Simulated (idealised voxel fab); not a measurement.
A process module follows: voxel capacitor over wiring.
270 nm wide, 5 nm square cells: that's cross-section cut.
Format of a cross-section: grid, square cells. Given as bands. Order: top down. Band: one or more rows of cells. Look at the band entry: it leads with the top's height and the bottom's height in nm. Then it lists the materials left to right, with a width in nm for each. The word "throughout" on a single material says that material fills the band edge to edge. The word "blank" is empty space. Ref level 0: as-received wafer is one material below here. Bottom band extends down with no lower bound ("0 and below"). Quick explanation for "30 to 40": the width changes in equal steps down the rows of cells, from the first number in the band's top row to the second number in its bottom row. Where the words "identical to before" appear for a step, the cross-section shows no cell changed by that step; every cell remained as before. The entry "Enclosed internal voids" lists the empty spaces that cover at least 8 cells and have no open path to the top. Each is written as width x height at distance, where the distance is measured from the left edge and all three values are in nm. That trailing text on a step's line, after the settings, is the simulator's own remark on the step. If you see "overlay nm" on a step's line and that step has a mask, it's telling you how far right of where it was planned the mask ended up; a negative number means it went left instead.

Intended process steps:
1: RECEIVE [material Si]
2: CONFORMAL_DEP [material SiO2] [thk nm 15]
3: CONFORMAL_DEP [material SiCN] [thk nm 5]
4: DIRECTIONAL_DEP [material SiO2] [thk nm 25]
5: MASKED_ETCH [tone open] [mask id METAL_1] [width nm 20] [pitch nm 90] [etch materials SiO2] [depth nm 25] [overlay nm 0]
6: MASKED_ETCH [tone open] [mask id METAL_1] [width nm 20] [pitch nm 90] [etch materials SiCN] [depth nm 5] [overlay nm 0]
7: CONFORMAL_DEP [material TiN] [thk nm 5]
8: FILL_DEP [material Cu] [thk nm 10]
9: CMP [height nm 45]
10: EPI [material Ru] [thk nm 5]
11: FILL_DEP [material SiCN] [thk nm 5]
12: DIRECTIONAL_DEP [material lowk] [thk nm 10]
13: MASKED_ETCH [tone open] [mask id PLUG_1] [width nm 15] [etch materials lowk] [depth nm 10] [overlay nm 0]
14: MASKED_ETCH [tone open] [mask id PLUG_1] [width nm 15] [etch materials SiCN] [depth nm 5] [overlay nm 0]
15: CONFORMAL_DEP [material TiN] [thk nm 5]
16: FILL_DEP [material W] [thk nm 10]
17: CMP [height nm 65]
18: DIRECTIONAL_DEP [material TiN] [thk nm 5]
19: DIRECTIONAL_DEP [material HfO2] [thk nm 5]
20: DIRECTIONAL_DEP [material TiN] [thk nm 10]
21: MASKED_ETCH [tone cover] [mask id UPPER_PLATE] [width nm 75] [etch materials TiN] [depth nm 10] [overlay nm 0]
22: MASKED_ETCH [tone cover] [mask id UPPER_PLATE] [width nm 75] [etch materials HfO2] [depth nm 5] [overlay nm 0]
23: MASKED_ETCH [tone cover] [mask id LOWER_PLATE] [width nm 85] [etch materials TiN] [depth nm 5] [overlay nm 0]
24: FILL_DEP [material SiO2] [thk nm 20]
25: CMP [height nm 100]
26: MASKED_ETCH [tone open] [mask id PLUG_2] [width nm 15] [etch materials SiO2] [depth nm 15] [overlay nm 0]
27: CONFORMAL_DEP [material TiN] [thk nm 5]
28: FILL_DEP [material W] [thk nm 10]
29: CMP [height nm 100]
30: CONFORMAL_DEP [material SiCN] [thk nm 5]
Every wafer here starts from the same state; it is the step 13 width nm that distinguishes them, and the value the plan gives belongs to the first wafer.

As-received cross-section, first of several wafers, post step 1:
    0 and below: Si throughout
    Enclosed internal voids: none

Gained (+) or lost (-) cells of each material since receipt, then closed voids: one row per wafer, at the end of the module:
width nm 15 | +20 Cu | +15 HfO2 | +12 Ru | +193 SiCN | +699 SiO2 | +89 TiN | +4 W | +102 lowk | Enclosed internal voids: none
width nm 20 | +20 Cu | +15 HfO2 | +12 Ru | +193 SiCN | +699 SiO2 | +90 TiN | +5 W | +100 lowk | Enclosed internal voids: none
width nm 25 | +20 Cu | +15 HfO2 | +12 Ru | +193 SiCN | +699 SiO2 | +91 TiN | +6 W | +98 lowk | Enclosed internal voids: none
width nm 30 | +20 Cu | +15 HfO2 | +12 Ru | +193 SiCN | +699 SiO2 | +92 TiN | +7 W | +96 lowk | Enclosed internal voids: none
